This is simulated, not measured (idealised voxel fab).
Proc. module: voxel released beams
Xsec cut, 300 nm wide, square cell size 5 nm.
Format of a cross-section: grid, square cells. Given as bands. Order: top down. Band: one or more rows of cells.
What a band's entry tells you: where the top is and where the bottom is, as heights in nm, and after that what lies inside, material by material from left to right, each with its width in nm. Empty space is written as the word "empty", and a single material marked with the word "throughout" occupies the band from edge to edge.
Basically, 0 is our baseline, since under it the wafer straight out of the box is all one material. The bottom band has no lower end and keeps on going down, so it looks like "z 0 and below".
Per-row width for "30->40": begins at first number (top row of band), ends at second number (bottom row), increment between rows held constant.
"nothing changed" for a step: no cell of the cross-section changed in that step.
"Closed void table" contains a list of empty spaces, each no smaller than 8 cells and without an open way to the top, written in the form width x height at distance with the distance from the left edge and all three in nm.
What comes after the settings on a step's line is commentary from the simulator itself on that step.
overlay nm: step with mask; distance mask lay right of planned place; negative value = left of planned place.
### Planned step list for the process
| 1 | RECEIVE, material Si |
| 2 | CONFORMAL_DEP, material SiN, thk nm 5 |
| 3 | DIRECTIONAL_DEP, material SiO2, thk nm 15 |
| 4 | DIRECTIONAL_DEP, material aC, thk nm 10 |
| 5 | PATTERN, tone open, mask id ANCHOR, material resist, width nm 30, thk nm 30, overlay nm 0 |
| 6 | DIRECTIONAL_ETCH, etch materials aC, depth nm 10 |
| 7 | STRIP, etch materials resist |
| 8 | DIRECTIONAL_ETCH, etch materials SiO2, depth nm 15 |
| 9 | STRIP, etch materials aC |
| 10 | CONFORMAL_DEP, material polySi, thk nm 10 |
| 11 | PATTERN, tone cover, mask id BEAM, material resist, width nm 105, thk nm 15, overlay nm 0 |
| 12 | DIRECTIONAL_ETCH, etch materials polySi, depth nm 10 |
| 13 | STRIP, etch materials resist |
| 14 | STRIP, etch materials SiO2 |
### Account of the first of two wafers, which was processed as intended
### Wafer at receipt (post step 1), cross-section
    z 0 and below: Si throughout
    Closed void table: none
### State of the wafer after step 2, shown in cross-section
    z 5 to 0: SiN throughout
    Under 0: no change, same as before.
### State of the wafer after step 3, shown in cross-section
    z 20 to 5: SiO2 throughout
    Under 5: no change, same as before.
### State of the wafer after step 4, shown in cross-section
    z 30 to 20: aC throughout
    Under 20: no change, same as before.
### State of the wafer after step 5, shown in cross-section
    z 60 to 30: 100 resist  30 empty  170 resist
    Under 30: no change, same as before.
### State of the wafer after step 6, shown in cross-section
    z 50 to 30: 100 resist  30 empty  170 resist
    z 30 to 20: 100 aC  30 empty  170 aC
    Under 20: no change, same as before.
### State of the wafer after step 7, shown in cross-section
    z 30 to 20: 100 aC  30 empty  170 aC
    Under 20: no change, same as before.
### State of the wafer after step 8, shown in cross-section
    z 30 to 20: 100 aC  30 empty  170 aC
    z 20 to 5: 100 SiO2  30 empty  170 SiO2
    Under 5: no change, same as before.
### State of the wafer after step 9, shown in cross-section
    z 20 to 5: 100 SiO2  30 empty  170 SiO2
    Under 5: no change, same as before.
### State of the wafer after step 10, shown in cross-section
    z 30 to 20: 110 polySi  10 empty  180 polySi
    z 20 to 15: 100 SiO2  10 polySi  10 empty  10 polySi  170 SiO2
    z 15 to 5: 100 SiO2  30 polySi  170 SiO2
    Under 5: no change, same as before.
### State of the wafer after step 11, shown in cross-section
    z 45 to 30: 95 empty  105 resist  100 empty
    z 30 to 20: 110 polySi  10 resist  180 polySi
    z 20 to 15: 100 SiO2  10 polySi  10 resist  10 polySi  170 SiO2
    Under 15: no change, same as before.
### State of the wafer after step 12, shown in cross-section
    z 45 to 30: 95 empty  105 resist  100 empty
    z 30 to 20: 95 empty  15 polySi  10 resist  80 polySi  100 empty
    Under 20: no change, same as before.
### State of the wafer after step 13, shown in cross-section
    z 30 to 20: 95 empty  15 polySi  10 empty  80 polySi  100 empty
    z 20 to 15: 100 SiO2  10 polySi  10 empty  10 polySi  170 SiO2
    Under 15: no change, same as before.
### State of the wafer after step 14, shown in cross-section
    z 30 to 20: 95 empty  15 polySi  10 empty  80 polySi  100 empty
    z 20 to 15: 100 empty  10 polySi  10 empty  10 polySi  170 empty
    z 15 to 5: 100 empty  30 polySi  170 empty
    Under 5: no change, same as before.
### Okay, second wafer. Nothing different at the start, nothing different in the plan, just one mistake somewhere in the running. As far as step 9, counting that step, it's the first wafer all over again
### Here is the second wafer in cross-section at the point where step 10 of the plan should have been done
    z 25 to 20: 105 polySi  20 empty  175 polySi
    z 20 to 10: 100 SiO2  5 polySi  20 empty  5 polySi  170 SiO2
    z 10 to 5: 100 SiO2  30 polySi  170 SiO2
    Under 5: no change, same as before.
### Here is the second wafer in cross-section at the point where step 11 of the plan should have been done
    z 40 to 25: 95 empty  105 resist  100 empty
    z 25 to 20: 105 polySi  20 resist  175 polySi
    z 20 to 10: 100 SiO2  5 polySi  20 resist  5 polySi  170 SiO2
    Under 10: no change, same as before.
### Here is the second wafer in cross-section at the point where step 12 of the plan should have been done
    z 40 to 25: 95 empty  105 resist  100 empty
    z 25 to 20: 95 empty  10 polySi  20 resist  75 polySi  100 empty
    Under 20: no change, same as before.
### Here is the second wafer in cross-section at the point where step 13 of the plan should have been done
    z 25 to 20: 95 empty  10 polySi  20 empty  75 polySi  100 empty
    z 20 to 10: 100 SiO2  5 polySi  20 empty  5 polySi  170 SiO2
    Under 10: no change, same as before.
### Here is the second wafer in cross-section at the point where step 14 of the plan should have been done
    z 25 to 20: 95 empty  10 polySi  20 empty  75 polySi  100 empty
    z 20 to 10: 100 empty  5 polySi  20 empty  5 polySi  170 empty
    z 10 to 5: 100 empty  30 polySi  170 empty
    Under 5: no change, same as before.
The plan and the run diverged here: not per plan at step 10, really ran CONFORMAL_DEP, material polySi, thk nm 5
Once processing is complete, comparing cell counts shows that the second wafer has more or fewer of certain materials than the first: polySi -27
